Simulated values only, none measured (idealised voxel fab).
process module | voxel gate over fins
cross-section cut | 280 nm wide | cells 5 nm
A cross-section is a grid of square cells, given in bands from the top down. A band is one or more rows of cells.
Each band's line starts with the height of the band's top and of its bottom, in nm. Then come its materials from left to right, each with its width in nm. One material with "throughout" fills the band from edge to edge. "air" is empty space.
Height 0 is the level under which the wafer as received is all one material. The lowest band goes on downwards, as in "0 down".
A width such as "30 to 40" changes by the same amount from each row of cells to the next, from the band's top row to its bottom row.
"no change" after a step means that no cell of the cross-section changed.
closed voids: empty space of 8 cells or more with no open way to the top, each as width x height at its distance from the left edge, in nm
after a step's settings: what the simulator itself notes on the step
overlay nm, on a step with a mask: how far to the right of its planned place the mask lay; to the left if negative
plan
1 op RECEIVE | material Si
2 op CONFORMAL_DEP | material SiN | thk nm 10
3 op MASKED_ETCH | tone cover | mask id FINS | width nm 15 | pitch nm 55 | etch materials SiN | depth nm 10 | overlay nm 0
4 op MASKED_ETCH | tone cover | mask id FINS | width nm 15 | pitch nm 55 | etch materials Si | depth nm 40 | overlay nm 0
5 op FILL_DEP | material SiO2 | thk nm 15
6 op CMP | height nm 10
7 op DIRECTIONAL_DEP | material aC | thk nm 10
8 op PATTERN | tone open | mask id RAIL | material resist | width nm 15 | thk nm 25 | overlay nm 0
9 op DIRECTIONAL_ETCH | etch materials aC | depth nm 10
10 op STRIP | etch materials resist
11 op DIRECTIONAL_ETCH | etch materials SiO2 | depth nm 45
12 op STRIP | etch materials aC
13 op CONFORMAL_DEP | material TiN | thk nm 5
14 op FILL_DEP | material Ru | thk nm 5
15 op CMP | height nm 10
16 op SELECTIVE_ETCH | etch materials W Ru TiN | depth nm 30
17 op FILL_DEP | material SiO2 | thk nm 5
18 op CMP | height nm 10
19 op SELECTIVE_ETCH | etch materials SiO2 | depth nm 25
20 op STRIP | etch materials SiN
21 op CONFORMAL_DEP | material HfO2 | thk nm 5
22 op CONFORMAL_DEP | material TiN | thk nm 5
23 op CONFORMAL_DEP | material TiAl | thk nm 5
24 op CONFORMAL_DEP | material TiN | thk nm 5
25 op FILL_DEP | material W | thk nm 15
26 op CMP | height nm 30
27 op CONFORMAL_DEP | material SiN | thk nm 10
as received, after step 1
  0 down: Si throughout
  closed voids: none
a wafer at the end: this start, this plan, one mistake
  40 to 30: SiN throughout
  30 to 20: W throughout
  20 to 15: W 30 | TiN 220 | W 30
  15 to 10: W 30 | TiN 5 | TiAl 45 | TiN 10 | TiAl 45 | TiN 10 | TiAl 45 | TiN 10 | TiAl 45 | TiN 5 | W 30
  10 to 5: W 30 | TiN 5 | TiAl 5 | TiN 35 | TiAl 5 | TiN 10 | TiAl 5 | TiN 35 | TiAl 5 | TiN 10 | TiAl 5 | TiN 35 | TiAl 5 | TiN 10 | TiAl 5 | TiN 35 | TiAl 5 | TiN 5 | W 30
  5 to 0: W 30 | TiN 5 | TiAl 5 | TiN 5 | HfO2 25 | TiN 5 | TiAl 5 | TiN 10 | TiAl 5 | TiN 5 | HfO2 25 | TiN 5 | TiAl 5 | TiN 10 | TiAl 5 | TiN 5 | HfO2 25 | TiN 5 | TiAl 5 | TiN 10 | TiAl 5 | TiN 5 | HfO2 25 | TiN 5 | TiAl 5 | TiN 5 | W 30
  0 to -5: W 30 | TiN 5 | TiAl 5 | TiN 5 | HfO2 5 | Si 15 | HfO2 5 | TiN 5 | TiAl 5 | TiN 10 | TiAl 5 | TiN 5 | HfO2 5 | Si 15 | HfO2 5 | TiN 5 | TiAl 5 | TiN 10 | TiAl 5 | TiN 5 | HfO2 5 | Si 15 | HfO2 5 | TiN 5 | TiAl 5 | TiN 10 | TiAl 5 | TiN 5 | HfO2 5 | Si 15 | HfO2 5 | TiN 5 | TiAl 5 | TiN 5 | W 30
  -5 to -10: W 30 | TiN 5 | TiAl 5 | TiN 5 | HfO2 5 | Si 15 | HfO2 5 | TiN 5 | TiAl 20 | TiN 5 | HfO2 5 | Si 15 | HfO2 5 | TiN 5 | TiAl 5 | TiN 10 | TiAl 5 | TiN 5 | HfO2 5 | Si 15 | HfO2 5 | TiN 5 | TiAl 5 | TiN 10 | TiAl 5 | TiN 5 | HfO2 5 | Si 15 | HfO2 5 | TiN 5 | TiAl 5 | TiN 5 | W 30
  -10 to -20: W 30 | TiN 5 | TiAl 5 | TiN 5 | HfO2 5 | Si 15 | HfO2 5 to 30 | TiN 30 to 5 | HfO2 5 | Si 15 | HfO2 5 | TiN 5 | TiAl 5 | TiN 10 | TiAl 5 | TiN 5 | HfO2 5 | Si 15 | HfO2 5 | TiN 5 | TiAl 5 | TiN 10 | TiAl 5 | TiN 5 | HfO2 5 | Si 15 | HfO2 5 | TiN 5 | TiAl 5 | TiN 5 | W 30
  -20 to -25: TiN 35 | TiAl 5 | TiN 5 | HfO2 5 | Si 15 | HfO2 10 | TiN 5 | Ru 5 | TiN 5 | HfO2 5 | TiN 5 | HfO2 5 | Si 15 | HfO2 5 | TiN 5 | TiAl 5 | TiN 10 | TiAl 5 | TiN 5 | HfO2 5 | Si 15 | HfO2 5 | TiN 5 | TiAl 5 | TiN 10 | TiAl 5 | TiN 5 | HfO2 5 | Si 15 | HfO2 5 | TiN 5 | TiAl 5 | TiN 35
  -25 to -30: TiAl 40 | TiN 5 | HfO2 5 | Si 15 | HfO2 10 | TiN 5 | Ru 5 | TiN 5 | HfO2 5 | TiN 5 | HfO2 5 | Si 15 | HfO2 5 | TiN 5 | TiAl 20 | TiN 5 | HfO2 5 | Si 15 | HfO2 5 | TiN 5 | TiAl 20 | TiN 5 | HfO2 5 | Si 15 | HfO2 5 | TiN 5 | TiAl 40
  -30 to -35: TiN 45 | HfO2 5 | Si 15 | HfO2 10 | TiN 15 | HfO2 5 | TiN 5 | HfO2 5 | Si 15 | HfO2 5 | TiN 30 | HfO2 5 | Si 15 | HfO2 5 | TiN 30 | HfO2 5 | Si 15 | HfO2 5 | TiN 45
  -35 to -40: HfO2 50 | Si 15 | HfO2 15 | SiO2 5 | HfO2 20 | Si 15 | HfO2 40 | Si 15 | HfO2 40 | Si 15 | HfO2 50
  -40 down: Si throughout
  closed voids: none
what went wrong: step 19 was run twice
